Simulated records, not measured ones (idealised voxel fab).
voxel transistor to metal: a process module
Section shown: cut. Width: 180 nm. Cell size: 5 nm, square.
When this document writes out a cross-section, it uses a grid of square cells and lists it as bands, beginning at the top and moving down, with a band standing for one or more rows of cells. Read a band's entry like this: the first values are the height of its top and the height of its bottom in nm, and what follows is the sequence of materials from left to right, each with its width in nm. Note that "blank" is empty space, and that a single material marked "all across" reaches across the band from edge to edge. All heights in this document are referenced to 0, defined as the level beneath which the wafer, as received, consists entirely of one material. The lowest band is not bounded below; it extends indefinitely downward and is written in the form "top 0, no bottom". A two-number width, for instance "30->40", indicates that the width is equal to the first number in the top row of the band and to the second number in the bottom row, and that it changes by a constant amount per row of cells. "nothing different" -> step changed no cross-section cell. "Voids lacking openings": sealed empty spaces, 8 cells or more, no open way to top, listed width x height at distance, with distance from the left edge and width, height and distance in nm. after a step's settings: what the simulator itself notes on the step. On any step carrying a mask, the "overlay nm" setting, if present on the step's line, tells how far right of its planned place the mask lay; negative values point to the left.
**Process steps foreseen in the plan**
| 1 | RECEIVE [material Si] |
| 2 | CONFORMAL_DEP [material SiO2] [thk nm 5] |
| 3 | CONFORMAL_DEP [material SiN] [thk nm 10] |
| 4 | DIRECTIONAL_DEP [material aC] [thk nm 10] |
| 5 | PATTERN [tone cover] [mask id ACTIVE] [material resist] [width nm 110] [thk nm 30] [overlay nm 0] |
| 6 | DIRECTIONAL_ETCH [etch materials aC] [depth nm 10] |
| 7 | STRIP [etch materials resist] |
| 8 | DIRECTIONAL_ETCH [etch materials SiN] [depth nm 10] |
| 9 | DIRECTIONAL_ETCH [etch materials SiO2] [depth nm 5] |
| 10 | DIRECTIONAL_ETCH [etch materials Si] [depth nm 30] |
| 11 | STRIP [etch materials aC] |
| 12 | FILL_DEP [material SiO2] [thk nm 10] |
| 13 | CMP [height nm 15] |
| 14 | SELECTIVE_ETCH [etch materials SiO2] [depth nm 5] |
| 15 | STRIP [etch materials SiN] |
| 16 | SELECTIVE_ETCH [etch materials SiO2] [depth nm 5] |
| 17 | OXIDIZE [depth nm 5] |
| 18 | DIRECTIONAL_DEP [material polySi] [thk nm 25] |
| 19 | DIRECTIONAL_DEP [material SiCN] [thk nm 15] |
| 20 | PATTERN [tone cover] [mask id GATE] [material resist] [width nm 30] [thk nm 20] [overlay nm 0] |
| 21 | DIRECTIONAL_ETCH [etch materials SiCN] [depth nm 25] |
| 22 | DIRECTIONAL_ETCH [etch materials polySi] [depth nm 35] |
| 23 | STRIP [etch materials resist] |
| 24 | CONFORMAL_DEP [material SiN] [thk nm 5] |
| 25 | DIRECTIONAL_ETCH [etch materials SiN] [depth nm 5] |
| 26 | DIRECTIONAL_ETCH [etch materials SiO2] [depth nm 5] |
| 27 | DIRECTIONAL_ETCH [etch materials Si] [depth nm 10] |
| 28 | EPI [material SiGe] [thk nm 10] |
| 29 | FILL_DEP [material SiO2] [thk nm 10] |
| 30 | CMP [height nm 25] |
| 31 | STRIP [etch materials polySi] |
| 32 | SELECTIVE_ETCH [etch materials SiO2] [depth nm 5] |
| 33 | CONFORMAL_DEP [material HfO2] [thk nm 5] |
| 34 | CONFORMAL_DEP [material TiN] [thk nm 5] |
| 35 | FILL_DEP [material W] [thk nm 10] |
| 36 | CMP [height nm 20] |
| 37 | DIRECTIONAL_DEP [material SiO2] [thk nm 10] |
| 38 | DIRECTIONAL_DEP [material aC] [thk nm 10] |
| 39 | PATTERN [tone open] [mask id CONTACT] [material resist] [width nm 15] [pitch nm 75] [thk nm 25] [overlay nm 0] |
| 40 | DIRECTIONAL_ETCH [etch materials aC] [depth nm 10] |
| 41 | STRIP [etch materials resist] |
| 42 | DIRECTIONAL_ETCH [etch materials SiO2] [depth nm 35] |
| 43 | STRIP [etch materials aC] |
| 44 | CONFORMAL_DEP [material TiN] [thk nm 5] |
| 45 | FILL_DEP [material W] [thk nm 5] |
| 46 | CMP [height nm 30] |
| 47 | DIRECTIONAL_DEP [material TiN] [thk nm 5] |
| 48 | DIRECTIONAL_DEP [material Ru] [thk nm 20] |
| 49 | DIRECTIONAL_DEP [material aC] [thk nm 15] |
| 50 | PATTERN [tone cover] [mask id METAL_1] [material resist] [width nm 15] [pitch nm 75] [thk nm 35] [overlay nm 0] |
| 51 | DIRECTIONAL_ETCH [etch materials aC] [depth nm 15] |
| 52 | STRIP [etch materials resist] |
| 53 | DIRECTIONAL_ETCH [etch materials Ru] [depth nm 20] |
| 54 | DIRECTIONAL_ETCH [etch materials TiN] [depth nm 5] |
| 55 | STRIP [etch materials aC] |
| 56 | CONFORMAL_DEP [material SiN] [thk nm 5] |
| 57 | FILL_DEP [material lowk] [thk nm 10] |
| 58 | CMP [height nm 55] |
| 59 | CONFORMAL_DEP [material SiCN] [thk nm 5] |
**Incoming wafer, cross-sectional view, post step 1**
  top 0, no bottom: Si all across
  Voids lacking openings: none
**Final wafer profile in cross-section after the module, from the same start and plan as above, with one mistake made during processing**
  top 60, bottom 55: SiCN all across
  top 55, bottom 35: 40 lowk, then 5 SiN, then 15 Ru, then 5 SiN, then 50 lowk, then 5 SiN, then 15 Ru, then 5 SiN, then 40 lowk
  top 35, bottom 30: 45 SiN, then 15 TiN, then 60 SiN, then 15 TiN, then 45 SiN
  top 30, bottom 20: 45 SiO2, then 5 TiN, then 5 W, then 5 TiN, then 60 SiO2, then 5 TiN, then 5 W, then 5 TiN, then 45 SiO2
  top 20, bottom 5: 45 SiO2, then 5 TiN, then 5 W, then 5 TiN, then 10 SiO2, then 5 SiN, then 5 HfO2, then 5 TiN, then 10 W, then 5 TiN, then 5 HfO2, then 5 SiN, then 10 SiO2, then 5 TiN, then 5 W, then 5 TiN, then 45 SiO2
  top 5, bottom 0: 30 SiO2, then 5 SiN, then 10 SiO2, then 15 TiN, then 10 SiGe, then 5 SiN, then 5 HfO2, then 20 TiN, then 5 HfO2, then 5 SiN, then 10 SiGe, then 15 TiN, then 10 SiO2, then 5 SiN, then 30 SiO2
  top 0, bottom -5: 30 SiO2, then 5 SiN, then 15 SiGe, then 10 TiN, then 10 SiGe, then 40 HfO2, then 10 SiGe, then 10 TiN, then 15 SiGe, then 5 SiN, then 30 SiO2
  top -5, bottom -10: 40 SiO2, then 30 SiGe, then 40 Si, then 30 SiGe, then 40 SiO2
  top -10, bottom -15: 35 SiO2, then 5 Si, then 30 SiGe, then 40 Si, then 30 SiGe, then 5 Si, then 35 SiO2
  top -15, bottom -30: 35 SiO2, then 110 Si, then 35 SiO2
  top -30, no bottom: Si all across
  Voids lacking openings: none
Against the plan, the run slipped here: step 2 in the plan did not get run; it was skipped
